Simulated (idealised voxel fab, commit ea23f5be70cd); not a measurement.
Module name: voxel transistor to metal (process module)
Section shown: cut. Width: 285 nm. Cell size: 5 nm, square.
The cross-sections in this document take the form of a grid made of square cells. They are written out as bands, in order from top to bottom. Each band consists of one or more rows of cells.
Per band: top height and bottom height in nm, followed by the left-to-right materials and their widths in nm; "full width" marks a single material spanning edge to edge, "air" marks empty space.
Convention: height 0 is the level below which the wafer, as received, is all one material. The lowest band does not terminate at the bottom but continues downward, represented as "z 0 and below".
You'd read "30->40" like this: the band's top row of cells is as wide as the first number, its bottom row is as wide as the second, and going down, every row changes width by the same amount as the row before did.
"nothing was modified" after a step means that no cell of the cross-section changed.
Any empty space of 8 cells or more lacking an open way to the top shows up in "Internal closed voids" as width x height at distance, distance from the left edge, in nm.
It should be noted that, on the line of a given step, the content following the step's settings is a remark produced by the simulator itself with respect to that step.
A step line may carry the setting "overlay nm", which, for steps involving a mask, states the distance by which the mask lay to the right of its intended position; negative values denote displacement to the left.
THE PROCESS STEPS THAT WERE PLANNED ARE LISTED BELOW
1,op RECEIVE | material Si
2,op OXIDIZE | depth nm 5
3,op CONFORMAL_DEP | material SiN | thk nm 10
4,op MASKED_ETCH | tone cover | mask id ACTIVE | width nm 110 | pitch nm 140 | etch materials SiN | depth nm 10 | overlay nm 0
5,op MASKED_ETCH | tone cover | mask id ACTIVE | width nm 110 | pitch nm 140 | etch materials SiO2 | depth nm 5 | overlay nm 0
6,op MASKED_ETCH | tone cover | mask id ACTIVE | width nm 110 | pitch nm 140 | etch materials Si | depth nm 35 | overlay nm 0
7,op OXIDIZE | depth nm 5
8,op FILL_DEP | material SiO2 | thk nm 5
9,op CMP | height nm 10
10,op SELECTIVE_ETCH | etch materials SiO2 | depth nm 10
11,op STRIP | etch materials SiN
12,op SELECTIVE_ETCH | etch materials SiO2 | depth nm 5
13,op OXIDIZE | depth nm 5
14,op DIRECTIONAL_DEP | material polySi | thk nm 30
15,op DIRECTIONAL_DEP | material SiCN | thk nm 15
16,op DIRECTIONAL_DEP | material aC | thk nm 15
17,op PATTERN | tone cover | mask id GATE | material resist | width nm 15 | pitch nm 140 | thk nm 30 | overlay nm 0
18,op DIRECTIONAL_ETCH | etch materials aC | depth nm 15
19,op STRIP | etch materials resist
20,op DIRECTIONAL_ETCH | etch materials SiCN | depth nm 25
21,op DIRECTIONAL_ETCH | etch materials polySi | depth nm 40
22,op STRIP | etch materials aC
23,op CONFORMAL_DEP | material SiO2 | thk nm 5
24,op DIRECTIONAL_ETCH | etch materials SiO2 | depth nm 5
25,op CONFORMAL_DEP | material SiN | thk nm 5
26,op DIRECTIONAL_ETCH | etch materials SiN | depth nm 5
27,op DIRECTIONAL_ETCH | etch materials SiO2 | depth nm 5
28,op EPI | material pSi | thk nm 5
29,op FILL_DEP | material SiO2 | thk nm 10
30,op CMP | height nm 40
31,op DIRECTIONAL_DEP | material SiO2 | thk nm 15
32,op PATTERN | tone open | mask id CONTACT | material resist | width nm 20 | pitch nm 70 | thk nm 20 | overlay nm 0
33,op DIRECTIONAL_ETCH | etch materials SiO2 | depth nm 60
34,op STRIP | etch materials resist
35,op CONFORMAL_DEP | material TiN | thk nm 5
36,op FILL_DEP | material W | thk nm 5
37,op CMP | height nm 55
38,op CONFORMAL_DEP | material SiCN | thk nm 5
39,op DIRECTIONAL_DEP | material SiO2 | thk nm 20
40,op PATTERN | tone open | mask id METAL_1 | material resist | width nm 20 | pitch nm 70 | thk nm 15 | overlay nm 0
41,op DIRECTIONAL_ETCH | etch materials SiO2 | depth nm 20
42,op DIRECTIONAL_ETCH | etch materials SiCN | depth nm 5
43,op STRIP | etch materials resist
44,op CONFORMAL_DEP | material TiN | thk nm 5
45,op FILL_DEP | material Cu | thk nm 10
46,op CMP | height nm 80
47,op CONFORMAL_DEP | material SiN | thk nm 5
The wafers are alike at the start. At step 17, their width nm differs. The plan lists the first wafer's value.
THE FIRST OF SEVERAL WAFERS AS RECEIVED, SHOWN IN CROSS-SECTION; THIS IS ITS STATE AFTER STEP 1
	z 0 and below: Si full width
	Internal closed voids: none
CROSS-SECTION OF THE FIRST OF SEVERAL WAFERS, TAKEN AFTER STEP 47, WHERE THE MODULE ENDS
	z 85 to 80: SiN full width
	z 80 to 60: SiO2 25 nm | TiN 5 nm | Cu 10 nm | TiN 5 nm | SiO2 50 nm | TiN 5 nm | Cu 10 nm | TiN 5 nm | SiO2 50 nm | TiN 5 nm | Cu 10 nm | TiN 5 nm | SiO2 50 nm | TiN 5 nm | Cu 10 nm | TiN 5 nm | SiO2 30 nm
	z 60 to 55: SiCN 25 nm | TiN 20 nm | SiCN 50 nm | TiN 20 nm | SiCN 50 nm | TiN 20 nm | SiCN 50 nm | TiN 20 nm | SiCN 30 nm
	z 55 to 40: SiO2 25 nm | TiN 5 nm | W 10 nm | TiN 5 nm | SiO2 50 nm | TiN 5 nm | W 10 nm | TiN 5 nm | SiO2 50 nm | TiN 5 nm | W 10 nm | TiN 5 nm | SiO2 50 nm | TiN 5 nm | W 10 nm | TiN 5 nm | SiO2 30 nm
	z 40 to 25: SiO2 25 nm | TiN 5 nm | W 10 nm | TiN 5 nm | SiO2 10 nm | SiN 5 nm | SiO2 5 nm | SiCN 15 nm | SiO2 5 nm | SiN 5 nm | SiO2 5 nm | TiN 5 nm | W 10 nm | TiN 5 nm | SiO2 50 nm | TiN 5 nm | W 10 nm | TiN 5 nm | SiO2 10 nm | SiN 5 nm | SiO2 5 nm | SiCN 15 nm | SiO2 5 nm | SiN 5 nm | SiO2 5 nm | TiN 5 nm | W 10 nm | TiN 5 nm | SiO2 30 nm
	z 25 to 0: SiO2 25 nm | TiN 5 nm | W 10 nm | TiN 5 nm | SiO2 10 nm | SiN 5 nm | SiO2 5 nm | polySi 15 nm | SiO2 5 nm | SiN 5 nm | SiO2 5 nm | TiN 5 nm | W 10 nm | TiN 5 nm | SiO2 50 nm | TiN 5 nm | W 10 nm | TiN 5 nm | SiO2 10 nm | SiN 5 nm | SiO2 5 nm | polySi 15 nm | SiO2 5 nm | SiN 5 nm | SiO2 5 nm | TiN 5 nm | W 10 nm | TiN 5 nm | SiO2 30 nm
	z 0 to -5: SiO2 25 nm | TiN 20 nm | SiO2 10 nm | SiN 5 nm | SiO2 5 nm | polySi 15 nm | SiO2 5 nm | SiN 5 nm | SiO2 5 nm | TiN 20 nm | SiO2 50 nm | TiN 20 nm | SiO2 10 nm | SiN 5 nm | SiO2 5 nm | polySi 15 nm | SiO2 5 nm | SiN 5 nm | SiO2 5 nm | TiN 20 nm | SiO2 30 nm
	z -5 to -10: SiO2 15 nm | pSi 40 nm | SiO2 35 nm | pSi 35 nm | SiO2 30 nm | pSi 40 nm | SiO2 35 nm | pSi 35 nm | SiO2 20 nm
	z -10 to -45: SiO2 20 nm | Si 100 nm | SiO2 40 nm | Si 100 nm | SiO2 25 nm
	z -45 and below: Si full width
	Internal closed voids: none
HERE'S THE LAST WAFER CROSS-SECTIONED AT THE END OF THE MODULE
	z 85 to 80: SiN full width
	z 80 to 60: SiO2 25 nm | TiN 5 nm | Cu 10 nm | TiN 5 nm | SiO2 50 nm | TiN 5 nm | Cu 10 nm | TiN 5 nm | SiO2 50 nm | TiN 5 nm | Cu 10 nm | TiN 5 nm | SiO2 50 nm | TiN 5 nm | Cu 10 nm | TiN 5 nm | SiO2 30 nm
	z 60 to 55: SiCN 25 nm | TiN 20 nm | SiCN 50 nm | TiN 20 nm | SiCN 50 nm | TiN 20 nm | SiCN 50 nm | TiN 20 nm | SiCN 30 nm
	z 55 to 45: SiO2 25 nm | TiN 5 nm | W 10 nm | TiN 5 nm | SiO2 50 nm | TiN 5 nm | W 10 nm | TiN 5 nm | SiO2 50 nm | TiN 5 nm | W 10 nm | TiN 5 nm | SiO2 50 nm | TiN 5 nm | W 10 nm | TiN 5 nm | SiO2 30 nm
	z 45 to 40: SiO2 25 nm | TiN 5 nm | W 10 nm | TiN 5 nm | SiO2 50 nm | TiN 10 nm | W 5 nm | TiN 5 nm | SiO2 50 nm | TiN 5 nm | W 10 nm | TiN 5 nm | SiO2 50 nm | TiN 10 nm | W 5 nm | TiN 5 nm | SiO2 30 nm
	z 40 to 25: SiO2 25 nm | TiN 5 nm | W 10 nm | TiN 5 nm | SiN 5 nm | SiO2 5 nm | SiCN 35 nm | SiO2 5 nm | SiN 5 nm | TiN 5 nm | W 5 nm | TiN 5 nm | SiO2 50 nm | TiN 5 nm | W 10 nm | TiN 5 nm | SiN 5 nm | SiO2 5 nm | SiCN 35 nm | SiO2 5 nm | SiN 5 nm | TiN 5 nm | W 5 nm | TiN 5 nm | SiO2 30 nm
	z 25 to 0: SiO2 25 nm | TiN 5 nm | W 10 nm | TiN 5 nm | SiN 5 nm | SiO2 5 nm | polySi 35 nm | SiO2 5 nm | SiN 5 nm | TiN 5 nm | W 5 nm | TiN 5 nm | SiO2 50 nm | TiN 5 nm | W 10 nm | TiN 5 nm | SiN 5 nm | SiO2 5 nm | polySi 35 nm | SiO2 5 nm | SiN 5 nm | TiN 5 nm | W 5 nm | TiN 5 nm | SiO2 30 nm
	z 0 to -5: SiO2 25 nm | TiN 20 nm | SiN 5 nm | SiO2 5 nm | polySi 35 nm | SiO2 5 nm | SiN 5 nm | TiN 15 nm | SiO2 50 nm | TiN 20 nm | SiN 5 nm | SiO2 5 nm | polySi 35 nm | SiO2 5 nm | SiN 5 nm | TiN 15 nm | SiO2 30 nm
	z -5 to -10: SiO2 15 nm | pSi 30 nm | SiO2 55 nm | pSi 25 nm | SiO2 30 nm | pSi 30 nm | SiO2 55 nm | pSi 25 nm | SiO2 20 nm
	z -10 to -45: SiO2 20 nm | Si 100 nm | SiO2 40 nm | Si 100 nm | SiO2 25 nm
	z -45 and below: Si full width
	Internal closed voids: none
WHERE EACH WAFER STANDS AT THE END OF THE MODULE, A ROW APIECE: CELLS OF EACH MATERIAL GAINED (+) OR LOST (-) SINCE IT WAS RECEIVED, THEN CLOSED VOIDS
width nm 15 | +32 Cu | -233 Si | +59 SiCN | +93 SiN | +712 SiO2 | +152 TiN | +88 W | +30 pSi | +36 polySi | Internal closed voids: none
width nm 20 | +32 Cu | -233 Si | +65 SiCN | +93 SiN | +696 SiO2 | +152 TiN | +88 W | +28 pSi | +48 polySi | Internal closed voids: none
width nm 25 | +32 Cu | -233 Si | +71 SiCN | +93 SiN | +680 SiO2 | +152 TiN | +88 W | +26 pSi | +60 polySi | Internal closed voids: none
width nm 30 | +32 Cu | -233 Si | +77 SiCN | +93 SiN | +664 SiO2 | +152 TiN | +88 W | +24 pSi | +72 polySi | Internal closed voids: none
width nm 35 | +32 Cu | -233 Si | +83 SiCN | +93 SiN | +666 SiO2 | +152 TiN | +70 W | +22 pSi | +84 polySi | Internal closed voids: none
